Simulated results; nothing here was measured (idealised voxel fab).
Process module heading - voxel ribs on slabs
The figure presents cross-section cut, which has a width of 190 nm and is divided into square cells with an edge length of 5 nm.
Throughout this document, each cross-section is represented as a grid of square cells and is presented as a sequence of bands enumerated from the top downward, where a band comprises one or more rows of cells. Read a band's entry like this: the first values are the height of its top and the height of its bottom in nm, and what follows is the sequence of materials from left to right, each with its width in nm. Note that "blank" is empty space, and that a single material marked "all across" reaches across the band from edge to edge. Height reference: 0 = level under which incoming wafer is all one material. Lowest band: no bottom, runs on downward, e.g. "0..down". Quick explanation for "30..40": the width changes in equal steps down the rows of cells, from the first number in the band's top row to the second number in its bottom row. Given "stayed the same" for a step, no cell of the cross-section differs between before and after that step. Empty spaces without an open route to the top, at least 8 cells in extent, make up the entry "Sealed-off cavities"; each is given as width x height at distance, where the distance is measured from the left edge, and all are in nm. Past the settings on a step's line: simulator remark, on that step. When a step includes a mask, the "overlay nm" setting on its line states how far to the right of its planned place that mask lay, and negative values state how far to the left.

[List of planned process steps]
| 1 | RECEIVE with material Si |
| 2 | DIRECTIONAL_DEP with material SiO2, thk nm 25 |
| 3 | DIRECTIONAL_DEP with material polySi, thk nm 15 |
| 4 | DIRECTIONAL_DEP with material aC, thk nm 15 |
| 5 | PATTERN with tone cover, mask id RIB, material resist, width nm 30, thk nm 30, overlay nm 0 |
| 6 | DIRECTIONAL_ETCH with etch materials aC, depth nm 15 |
| 7 | STRIP with etch materials resist |
| 8 | DIRECTIONAL_ETCH with etch materials polySi, depth nm 10 |
| 9 | STRIP with etch materials aC |
| 10 | DIRECTIONAL_DEP with material aC, thk nm 10 |
| 11 | PATTERN with tone cover, mask id SLAB, material resist, width nm 60, thk nm 25, overlay nm 0 |
| 12 | DIRECTIONAL_ETCH with etch materials aC, depth nm 10 |
| 13 | STRIP with etch materials resist |
| 14 | DIRECTIONAL_ETCH with etch materials polySi, depth nm 5 |
| 15 | STRIP with etch materials aC |
| 16 | FILL_DEP with material SiO2, thk nm 15 |
| 17 | CMP with height nm 50 |
| 18 | DIRECTIONAL_DEP with material TiN, thk nm 5 |
| 19 | DIRECTIONAL_DEP with material aC, thk nm 10 |
| 20 | PATTERN with tone cover, mask id HEATER, material resist, width nm 40, thk nm 30, overlay nm 0 |
| 21 | DIRECTIONAL_ETCH with etch materials aC, depth nm 10 |
| 22 | STRIP with etch materials resist |
| 23 | DIRECTIONAL_ETCH with etch materials TiN, depth nm 5 |
| 24 | STRIP with etch materials aC |
| 25 | CONFORMAL_DEP with material SiO2, thk nm 5 |

[Of two wafers, the first: run according to plan]

[Cross-sectional view of the wafer in its as-received condition, corresponding to the state after step 1]
    0..down = Si all across
    Sealed-off cavities: none

[After step 2, in cross-section]
    25..0 = SiO2 all across
    Everything under 0 stays put, no change at all.

[After step 3, in cross-section]
    40..25 = polySi all across
    Everything under 25 stays put, no change at all.

[After step 4, in cross-section]
    55..40 = aC all across
    Everything under 40 stays put, no change at all.

[After step 5, in cross-section]
    85..55 = blank: 80  resist: 30  blank: 80
    Everything under 55 stays put, no change at all.

[After step 6, in cross-section]
    70..55 = blank: 80  resist: 30  blank: 80
    55..40 = blank: 80  aC: 30  blank: 80
    Everything under 40 stays put, no change at all.

[After step 7, in cross-section]
    55..40 = blank: 80  aC: 30  blank: 80
    Everything under 40 stays put, no change at all.

[After step 8, in cross-section]
    55..40 = blank: 80  aC: 30  blank: 80
    40..30 = blank: 80  polySi: 30  blank: 80
    Everything under 30 stays put, no change at all.

[After step 9, in cross-section]
    40..30 = blank: 80  polySi: 30  blank: 80
    Everything under 30 stays put, no change at all.

[After step 10, in cross-section]
    50..40 = blank: 80  aC: 30  blank: 80
    40..30 = aC: 80  polySi: 30  aC: 80
    Everything under 30 stays put, no change at all.

[After step 11, in cross-section]
    75..50 = blank: 65  resist: 60  blank: 65
    50..40 = blank: 65  resist: 15  aC: 30  resist: 15  blank: 65
    Everything under 40 stays put, no change at all.

[After step 12, in cross-section]
    65..50 = blank: 65  resist: 60  blank: 65
    50..40 = blank: 65  resist: 15  aC: 30  resist: 15  blank: 65
    40..30 = blank: 65  aC: 15  polySi: 30  aC: 15  blank: 65
    Everything under 30 stays put, no change at all.

[After step 13, in cross-section]
    50..40 = blank: 80  aC: 30  blank: 80
    Everything under 40 stays put, no change at all.

[After step 14, in cross-section]
    50..40 = blank: 80  aC: 30  blank: 80
    40..30 = blank: 65  aC: 15  polySi: 30  aC: 15  blank: 65
    30..25 = blank: 65  polySi: 60  blank: 65
    Everything under 25 stays put, no change at all.

[After step 15, in cross-section]
    40..30 = blank: 80  polySi: 30  blank: 80
    Everything under 30 stays put, no change at all.

[After step 16, in cross-section]
    55..40 = SiO2 all across
    40..30 = SiO2: 80  polySi: 30  SiO2: 80
    30..25 = SiO2: 65  polySi: 60  SiO2: 65
    Everything under 25 stays put, no change at all.

[After step 17, in cross-section]
    50..40 = SiO2 all across
    Everything under 40 stays put, no change at all.

[After step 18, in cross-section]
    55..50 = TiN all across
    Everything under 50 stays put, no change at all.

[After step 19, in cross-section]
    65..55 = aC all across
    Everything under 55 stays put, no change at all.

[After step 20, in cross-section]
    95..65 = blank: 75  resist: 40  blank: 75
    Everything under 65 stays put, no change at all.

[After step 21, in cross-section]
    85..65 = blank: 75  resist: 40  blank: 75
    65..55 = blank: 75  aC: 40  blank: 75
    Everything under 55 stays put, no change at all.

[After step 22, in cross-section]
    65..55 = blank: 75  aC: 40  blank: 75
    Everything under 55 stays put, no change at all.

[After step 23, in cross-section]
    65..55 = blank: 75  aC: 40  blank: 75
    55..50 = blank: 75  TiN: 40  blank: 75
    Everything under 50 stays put, no change at all.

[After step 24, in cross-section]
    55..50 = blank: 75  TiN: 40  blank: 75
    Everything under 50 stays put, no change at all.

[After step 25, in cross-section]
    60..55 = blank: 70  SiO2: 50  blank: 70
    55..50 = SiO2: 75  TiN: 40  SiO2: 75
    Everything under 50 stays put, no change at all.

[Regarding the second of the two wafers: it shared the first wafer's starting condition and process plan, yet one error occurred during its execution. Its history coincides with that of the first wafer up to and including step 19]

[Cross-section of the second wafer at the time by which step 20 should have been completed according to the plan]
    95..65 = resist: 75  blank: 40  resist: 75
    Everything under 65 stays put, no change at all.

[Cross-section of the second wafer at the time by which step 21 should have been completed according to the plan]
    85..65 = resist: 75  blank: 40  resist: 75
    65..55 = aC: 75  blank: 40  aC: 75
    Everything under 55 stays put, no change at all.

[Cross-section of the second wafer at the time by which step 22 should have been completed according to the plan]
    65..55 = aC: 75  blank: 40  aC: 75
    Everything under 55 stays put, no change at all.

[Cross-section of the second wafer at the time by which step 23 should have been completed according to the plan]
    65..55 = aC: 75  blank: 40  aC: 75
    55..50 = TiN: 75  blank: 40  TiN: 75
    Everything under 50 stays put, no change at all.

[Cross-section of the second wafer at the time by which step 24 should have been completed according to the plan]
    55..50 = TiN: 75  blank: 40  TiN: 75
    Everything under 50 stays put, no change at all.

[Cross-section of the second wafer at the time by which step 25 should have been completed according to the plan]
    60..55 = SiO2: 80  blank: 30  SiO2: 80
    55..50 = TiN: 75  SiO2: 40  TiN: 75
    Everything under 50 stays put, no change at all.
what went wrong: step 20 ran differently from the plan; actual operation with settings: PATTERN with tone open, mask id HEATER, material resist, width nm 40, thk nm 30, overlay nm 0
The final cell counts differ between the wafers, with the second having more or fewer of some materials than the first: 22 more of TiN
